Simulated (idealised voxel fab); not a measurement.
Herein follows the process module entitled voxel self aligned vias.
Section cut is 235 nm wide and gridded with 5 nm square cells.
A cross-section in this document is a grid of square cells, and it is written down as bands, the top band listed before the ones below it; a band is made up of one or more rows of cells. Band: top height; bottom height; in nm. Then, left to right: material with width in nm, for each material. "all across": a single material spanning edge to edge. "blank": empty space. A quick word on heights: they are counted from 0, and under that level the wafer as it came to us is one material throughout. The lowest band is different from the rest in having no bottom; it simply continues downward, written as in "top 0, no bottom". Note: "30..40" means the width goes from the first number (top row of the band) to the second number (bottom row) in equal steps per row of cells. The designation "nothing got changed", where it is given for a processing step, indicates that no cell of the cross-section was altered in the course of that step. "Fully closed voids" - sealed voids, min. 8 cells, no opening to top; format: width x height at distance (distance from left edge; nm throughout). Where a step's line continues beyond its settings, the continuation is a remark by the simulator itself on that step. overlay nm: mask offset rightward from planned place, masked step; negative means leftward offset.
### Steps planned for the process
- 1: RECEIVE: material Si
- 2: CONFORMAL_DEP: material SiO2, thk nm 15
- 3: CONFORMAL_DEP: material SiCN, thk nm 5
- 4: DIRECTIONAL_DEP: material SiO2, thk nm 30
- 5: MASKED_ETCH: tone open, mask id LINES, width nm 25, pitch nm 60, etch materials SiO2, depth nm 30, overlay nm 0
- 6: CONFORMAL_DEP: material TiN, thk nm 5
- 7: FILL_DEP: material W, thk nm 10
- 8: CMP: height nm 50
- 9: SELECTIVE_ETCH: etch materials W Ru TiN, depth nm 5
- 10: FILL_DEP: material SiN, thk nm 5
- 11: CMP: height nm 50
- 12: DIRECTIONAL_DEP: material SiO2, thk nm 15
- 13: MASKED_ETCH: tone open, mask id VIAS, width nm 35, pitch nm 60, etch materials SiO2, depth nm 15, overlay nm 0
- 14: MASKED_ETCH: tone open, mask id VIAS, width nm 35, pitch nm 60, etch materials SiN, depth nm 5, overlay nm 0
- 15: CONFORMAL_DEP: material TiN, thk nm 5
- 16: FILL_DEP: material Cu, thk nm 5
- 17: CMP: height nm 65
- 18: CONFORMAL_DEP: material SiCN, thk nm 5
### Delivered wafer in cross-section: state after step 1
- top 0, no bottom | Si all across
- Fully closed voids: none
### What the wafer looks like in cross-section after this module, when it starts as shown above and follows the plan above but one mistake is made in running it
- top 70, bottom 65 | SiCN all across
- top 65, bottom 55 | 70 SiO2 / 5 TiN / 30 Cu / 5 TiN / 20 SiO2 / 5 TiN / 30 Cu / 5 TiN / 65 SiO2
- top 55, bottom 50 | 70 SiO2 / 10 TiN / 15 Cu / 15 TiN / 20 SiO2 / 10 TiN / 15 Cu / 15 TiN / 65 SiO2
- top 50, bottom 45 | 75 SiO2 / 25 TiN / 35 SiO2 / 25 TiN / 75 SiO2
- top 45, bottom 25 | 75 SiO2 / 5 TiN / 15 W / 5 TiN / 35 SiO2 / 5 TiN / 15 W / 5 TiN / 75 SiO2
- top 25, bottom 20 | 75 SiO2 / 25 TiN / 35 SiO2 / 25 TiN / 75 SiO2
- top 20, bottom 15 | SiCN all across
- top 15, bottom 0 | SiO2 all across
- top 0, no bottom | Si all across
- Fully closed voids: none
Deviation from plan: step 13 deviated from plan and actually ran as MASKED_ETCH: tone open, mask id VIAS, width nm 40, pitch nm 60, etch materials SiO2, depth nm 15, overlay nm 0
